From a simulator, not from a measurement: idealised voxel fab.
Title: Process Module voxel transistor to metal
Pictured: cross-section cut, 165 nm wide, on a grid of 5 nm square cells.
Cross-section format: a grid of square cells, given as bands from top to bottom; each band is one or more rows of cells. The entry gives the band's vertical extent as a top height and a bottom height in nm, then its horizontal make-up as materials from left to right, each with a width in nm. "empty" stands for empty space; a single material marked "throughout" fills the band edge to edge. Ref level 0: as-received wafer is one material below here. Bottom band extends down with no lower bound ("0 down"). When a width is written as two numbers, as in "30->40", the first number is the width in the top row of cells of the band and the second is the width in its bottom row, and the width changes by the same amount from each row to the next. You'll sometimes find "remained unchanged" written for a step, and that's the way of saying that nowhere in the cross-section did a cell change during that step. The list in "Enclosed empty spaces" covers empty spaces of 8 cells or more that cannot reach the top through any open way, and it gives each as width x height at distance; the distance is from the left edge, and width, height and distance are in nm. Heads up: the bit after the settings on a step's line is the simulator's remark on that step. overlay nm: mask right of planned place by this much (step with mask). Neg. = left.

Set out below are the planned steps of the process:
| 1 | RECEIVE, material Si |
| 2 | CONFORMAL_DEP, material SiO2, thk nm 5 |
| 3 | CONFORMAL_DEP, material SiN, thk nm 10 |
| 4 | MASKED_ETCH, tone cover, mask id ACTIVE, width nm 110, etch materials SiN, depth nm 10, overlay nm 0 |
| 5 | MASKED_ETCH, tone cover, mask id ACTIVE, width nm 110, etch materials SiO2, depth nm 5, overlay nm 0 |
| 6 | MASKED_ETCH, tone cover, mask id ACTIVE, width nm 110, etch materials Si, depth nm 35, overlay nm 0 |
| 7 | FILL_DEP, material SiO2, thk nm 15 |
| 8 | CMP, height nm 15 |
| 9 | SELECTIVE_ETCH, etch materials SiO2, depth nm 10 |
| 10 | STRIP, etch materials SiN |
| 11 | SELECTIVE_ETCH, etch materials SiO2, depth nm 5 |
| 12 | OXIDIZE, depth nm 5 |
| 13 | DIRECTIONAL_DEP, material polySi, thk nm 25 |
| 14 | DIRECTIONAL_DEP, material SiCN, thk nm 10 |
| 15 | DIRECTIONAL_DEP, material aC, thk nm 15 |
| 16 | PATTERN, tone cover, mask id GATE, material resist, width nm 20, thk nm 30, overlay nm 0 |
| 17 | DIRECTIONAL_ETCH, etch materials aC, depth nm 15 |
| 18 | STRIP, etch materials resist |
| 19 | DIRECTIONAL_ETCH, etch materials SiCN, depth nm 20 |
| 20 | DIRECTIONAL_ETCH, etch materials polySi, depth nm 35 |
| 21 | STRIP, etch materials aC |
| 22 | CONFORMAL_DEP, material SiO2, thk nm 5 |
| 23 | DIRECTIONAL_ETCH, etch materials SiO2, depth nm 5 |
| 24 | CONFORMAL_DEP, material SiN, thk nm 5 |
| 25 | DIRECTIONAL_ETCH, etch materials SiN, depth nm 5 |
| 26 | DIRECTIONAL_ETCH, etch materials SiO2, depth nm 5 |
| 27 | DIRECTIONAL_ETCH, etch materials Si, depth nm 10 |
| 28 | EPI, material nSi, thk nm 15 |
| 29 | FILL_DEP, material SiO2, thk nm 5 |
| 30 | CMP, height nm 35 |
| 31 | DIRECTIONAL_DEP, material SiO2, thk nm 10 |
| 32 | PATTERN, tone open, mask id CONTACT, material resist, width nm 35, pitch nm 65, thk nm 20, overlay nm 0 |
| 33 | DIRECTIONAL_ETCH, etch materials SiO2, depth nm 45 |
| 34 | STRIP, etch materials resist |
| 35 | CONFORMAL_DEP, material TiN, thk nm 5 |
| 36 | FILL_DEP, material Ru, thk nm 10 |
| 37 | CMP, height nm 45 |
| 38 | CONFORMAL_DEP, material SiN, thk nm 5 |
| 39 | DIRECTIONAL_DEP, material lowk, thk nm 20 |
| 40 | PATTERN, tone open, mask id METAL_1, material resist, width nm 20, pitch nm 80, thk nm 15, overlay nm 0 |
| 41 | DIRECTIONAL_ETCH, etch materials lowk, depth nm 20 |
| 42 | DIRECTIONAL_ETCH, etch materials SiN, depth nm 5 |
| 43 | STRIP, etch materials resist |
| 44 | CONFORMAL_DEP, material TiN, thk nm 5 |
| 45 | FILL_DEP, material W, thk nm 5 |
| 46 | CMP, height nm 70 |
| 47 | CONFORMAL_DEP, material SiCN, thk nm 5 |

Cross-section, incoming material, after step 1:
* 0 down: Si throughout
* Enclosed empty spaces: none

End-of-module XS, first of two wafers, run as planned:
* 75 to 70: SiCN throughout
* 70 to 50: 30 of lowk / 5 of TiN / 10 of W / 5 of TiN / 60 of lowk / 5 of TiN / 10 of W / 5 of TiN / 35 of lowk
* 50 to 45: 30 of SiN / 20 of TiN / 60 of SiN / 20 of TiN / 35 of SiN
* 45 to 35: 30 of SiO2 / 5 of TiN / 25->20 of Ru / 5->10 of TiN / 30 of SiO2 / 5->10 of TiN / 25->20 of Ru / 5 of TiN / 35 of SiO2
* 35 to 25: 30 of SiO2 / 5 of TiN / 20 of Ru / 5 of TiN / 5 of SiN / 5 of SiO2 / 20 of SiCN / 5 of SiO2 / 5 of SiN / 5 of TiN / 20 of Ru / 5 of TiN / 35 of SiO2
* 25 to 15: 30 of SiO2 / 5 of TiN / 20 of Ru / 5 of TiN / 5 of SiN / 5 of SiO2 / 20 of polySi / 5 of SiO2 / 5 of SiN / 5 of TiN / 20 of Ru / 5 of TiN / 35 of SiO2
* 15 to 10: 30 of SiO2 / 5 of TiN / 5 of Ru / 20 of TiN / 5 of SiN / 5 of SiO2 / 20 of polySi / 5 of SiO2 / 5 of SiN / 20 of TiN / 5 of Ru / 5 of TiN / 35 of SiO2
* 10 to 5: 30 of SiO2 / 5 of TiN / 5 of Ru / 5 of TiN / 15 of nSi / 5 of SiN / 5 of SiO2 / 20 of polySi / 5 of SiO2 / 5 of SiN / 15 of nSi / 5 of TiN / 5 of Ru / 5 of TiN / 35 of SiO2
* 5 to 0: 30 of SiO2 / 15 of TiN / 15 of nSi / 5 of SiN / 5 of SiO2 / 20 of polySi / 5 of SiO2 / 5 of SiN / 15 of nSi / 15 of TiN / 35 of SiO2
* 0 to -5: 20 of SiO2 / 40 of nSi / 40 of SiO2 / 40 of nSi / 25 of SiO2
* -5 to -15: 25 of SiO2 / 35 of nSi / 40 of Si / 35 of nSi / 30 of SiO2
* -15 to -35: 25 of SiO2 / 110 of Si / 30 of SiO2
* -35 down: Si throughout
* Enclosed empty spaces: none

Same start, same plan as the first wafer - but one mistake in the run. Cross-section of the second of the two at the end of the module:
* 75 to 70: SiCN throughout
* 70 to 50: 30 of lowk / 5 of TiN / 10 of W / 5 of TiN / 60 of lowk / 5 of TiN / 10 of W / 5 of TiN / 35 of lowk
* 50 to 45: 30 of SiN / 20 of TiN / 60 of SiN / 20 of TiN / 35 of SiN
* 45 to 35: 30 of SiO2 / 5 of TiN / 25 of Ru / 5 of TiN / 30 of SiO2 / 5 of TiN / 25 of Ru / 5 of TiN / 35 of SiO2
* 35 to 25: 30 of SiO2 / 5 of TiN / 25 of Ru / 5 of TiN / 5 of SiN / 20 of SiCN / 5 of SiN / 5 of TiN / 25 of Ru / 5 of TiN / 35 of SiO2
* 25 to 15: 30 of SiO2 / 5 of TiN / 25 of Ru / 5 of TiN / 5 of SiN / 20 of polySi / 5 of SiN / 5 of TiN / 25 of Ru / 5 of TiN / 35 of SiO2
* 15 to 10: 30 of SiO2 / 5 of TiN / 10 of Ru / 20 of TiN / 5 of SiN / 20 of polySi / 5 of SiN / 20 of TiN / 10 of Ru / 5 of TiN / 35 of SiO2
* 10 to 5: 30 of SiO2 / 5 of TiN / 10 of Ru / 5 of TiN / 15 of nSi / 5 of SiN / 20 of polySi / 5 of SiN / 15 of nSi / 5 of TiN / 10 of Ru / 5 of TiN / 35 of SiO2
* 5 to 0: 30 of SiO2 / 20 of TiN / 15 of nSi / 5 of SiN / 20 of polySi / 5 of SiN / 15 of nSi / 20 of TiN / 35 of SiO2
* 0 to -5: 15 of SiO2 / 50 of nSi / 5 of SiN / 20 of SiO2 / 5 of SiN / 50 of nSi / 20 of SiO2
* -5 to -15: 15->25 of SiO2 / 50->40 of nSi / 30 of Si / 50->40 of nSi / 20->30 of SiO2
* -15 to -35: 25 of SiO2 / 110 of Si / 30 of SiO2
* -35 down: Si throughout
* Enclosed empty spaces: none
Against the plan, the run slipped here: the plan's step 22 was left out and never carried out
at the end the second wafer has, in cells: Ru: 14 more, Si: 4 fewer, SiN: 2 more, SiO2: 24 fewer, nSi: 12 more
